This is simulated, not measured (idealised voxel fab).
Process module under the name voxel transistor to metal
It is cross-section cut that appears here, measuring 180 nm in width, its square cells being 5 nm in size.
In what follows, cross-sections appear as grids of square cells, described through bands that run from the top down, where every band is one or more rows of cells.
For a band, the entry starts with two heights in nm, that of the top and then that of the bottom, and carries on with the band's materials in order from left to right, each alongside its width in nm; the word "edge to edge" beside a single material means it fills the band edge to edge, and "blank" means empty space.
A quick word on heights: they are counted from 0, and under that level the wafer as it came to us is one material throughout. The lowest band is different from the rest in having no bottom; it simply continues downward, written as in "z 0 and below".
Per-row width for "30->40": begins at first number (top row of band), ends at second number (bottom row), increment between rows held constant.
You'll sometimes find "no change" written for a step, and that's the way of saying that nowhere in the cross-section did a cell change during that step.
"Fully sealed voids" enumerates empty spaces isolated from the top, with no open way to it, that contain at least 8 cells, giving each as width x height at distance from the left edge, all three in nm.
Whatever follows a step's settings on its line is a remark the simulator itself makes about that step.
overlay nm: on a step with a mask, how far right of its planned place the mask lay; negative means left.

Process steps (planned):
1. RECEIVE: material Si
2. OXIDIZE: depth nm 5
3. CONFORMAL_DEP: material SiN, thk nm 10
4. DIRECTIONAL_DEP: material aC, thk nm 15
5. PATTERN: tone cover, mask id ACTIVE, material resist, width nm 125, thk nm 35, overlay nm 0
6. DIRECTIONAL_ETCH: etch materials aC, depth nm 15
7. STRIP: etch materials resist
8. DIRECTIONAL_ETCH: etch materials SiN, depth nm 10
9. DIRECTIONAL_ETCH: etch materials SiO2, depth nm 5
10. DIRECTIONAL_ETCH: etch materials Si, depth nm 35
11. STRIP: etch materials aC
12. OXIDIZE: depth nm 5
13. FILL_DEP: material SiO2, thk nm 5
14. CMP: height nm 10
15. SELECTIVE_ETCH: etch materials SiO2, depth nm 5
16. STRIP: etch materials SiN
17. SELECTIVE_ETCH: etch materials SiO2, depth nm 5
18. OXIDIZE: depth nm 5
19. DIRECTIONAL_DEP: material polySi, thk nm 25
20. DIRECTIONAL_DEP: material SiCN, thk nm 15
21. DIRECTIONAL_DEP: material aC, thk nm 10
22. PATTERN: tone cover, mask id GATE, material resist, width nm 35, thk nm 30, overlay nm 0
23. DIRECTIONAL_ETCH: etch materials aC, depth nm 10
24. STRIP: etch materials resist
25. DIRECTIONAL_ETCH: etch materials SiCN, depth nm 25
26. DIRECTIONAL_ETCH: etch materials polySi, depth nm 35
27. STRIP: etch materials aC
28. CONFORMAL_DEP: material SiN, thk nm 5
29. DIRECTIONAL_ETCH: etch materials SiN, depth nm 5
30. DIRECTIONAL_ETCH: etch materials SiO2, depth nm 5
31. DIRECTIONAL_ETCH: etch materials Si, depth nm 5
32. EPI: material pSi, thk nm 10
33. FILL_DEP: material SiO2, thk nm 10
34. CMP: height nm 20
35. STRIP: etch materials polySi
36. SELECTIVE_ETCH: etch materials SiO2, depth nm 5
37. CONFORMAL_DEP: material HfO2, thk nm 5
38. CONFORMAL_DEP: material TiN, thk nm 5
39. FILL_DEP: material W, thk nm 10
40. CMP: height nm 15
41. DIRECTIONAL_DEP: material SiO2, thk nm 10
42. MASKED_ETCH: tone open, mask id CONTACT, width nm 15, pitch nm 90, etch materials SiO2, depth nm 30, overlay nm 0
43. CONFORMAL_DEP: material TiN, thk nm 5
44. FILL_DEP: material W, thk nm 5
45. CMP: height nm 25
46. CONFORMAL_DEP: material SiN, thk nm 5
47. DIRECTIONAL_DEP: material lowk, thk nm 20
48. PATTERN: tone open, mask id METAL_1, material resist, width nm 15, pitch nm 90, thk nm 15, overlay nm 0
49. DIRECTIONAL_ETCH: etch materials lowk, depth nm 20
50. DIRECTIONAL_ETCH: etch materials SiN, depth nm 5
51. STRIP: etch materials resist
52. CONFORMAL_DEP: material TiN, thk nm 5
53. FILL_DEP: material Cu, thk nm 5
54. CMP: height nm 50
55. EPI: material Ru, thk nm 5
56. FILL_DEP: material SiCN, thk nm 5

Received-state cross-section, reflecting completion of step 1:
z 0 and below  Si edge to edge
Fully sealed voids: none

One mistake in running the module, otherwise start and plan as above: cross-section at the end:
z 60 to 55  SiCN edge to edge
z 55 to 50  SiCN 30 nm; Ru 25 nm; SiCN 65 nm; Ru 25 nm; SiCN 35 nm
z 50 to 30  lowk 35 nm; TiN 5 nm; Cu 5 nm; TiN 5 nm; lowk 75 nm; TiN 5 nm; Cu 5 nm; TiN 5 nm; lowk 40 nm
z 30 to 25  SiN 35 nm; TiN 15 nm; SiN 75 nm; TiN 15 nm; SiN 40 nm
z 25 to 15  SiO2 35 nm; TiN 5 nm; W 5 nm; TiN 5 nm; SiO2 75 nm; TiN 5 nm; W 5 nm; TiN 5 nm; SiO2 40 nm
z 15 to 0  SiO2 35 nm; TiN 5 nm; W 5 nm; TiN 5 nm; SiO2 15 nm; SiN 5 nm; HfO2 5 nm; TiN 5 nm; W 15 nm; TiN 5 nm; HfO2 5 nm; SiN 5 nm; SiO2 15 nm; TiN 5 nm; W 5 nm; TiN 5 nm; SiO2 40 nm
z 0 to -5  SiO2 20 nm; SiN 5 nm; SiO2 10 nm; TiN 15 nm; SiO2 15 nm; SiN 5 nm; HfO2 5 nm; TiN 25 nm; HfO2 5 nm; SiN 5 nm; SiO2 15 nm; TiN 15 nm; SiO2 10 nm; SiN 5 nm; SiO2 25 nm
z -5 to -10  SiO2 65 nm; HfO2 45 nm; SiO2 70 nm
z -10 to -15  SiO2 edge to edge
z -15 to -45  SiO2 30 nm; Si 115 nm; SiO2 35 nm
z -45 and below  Si edge to edge
Fully sealed voids: none
Here's what went sideways: step 18 changed vs plan, executed as OXIDIZE: depth nm 10
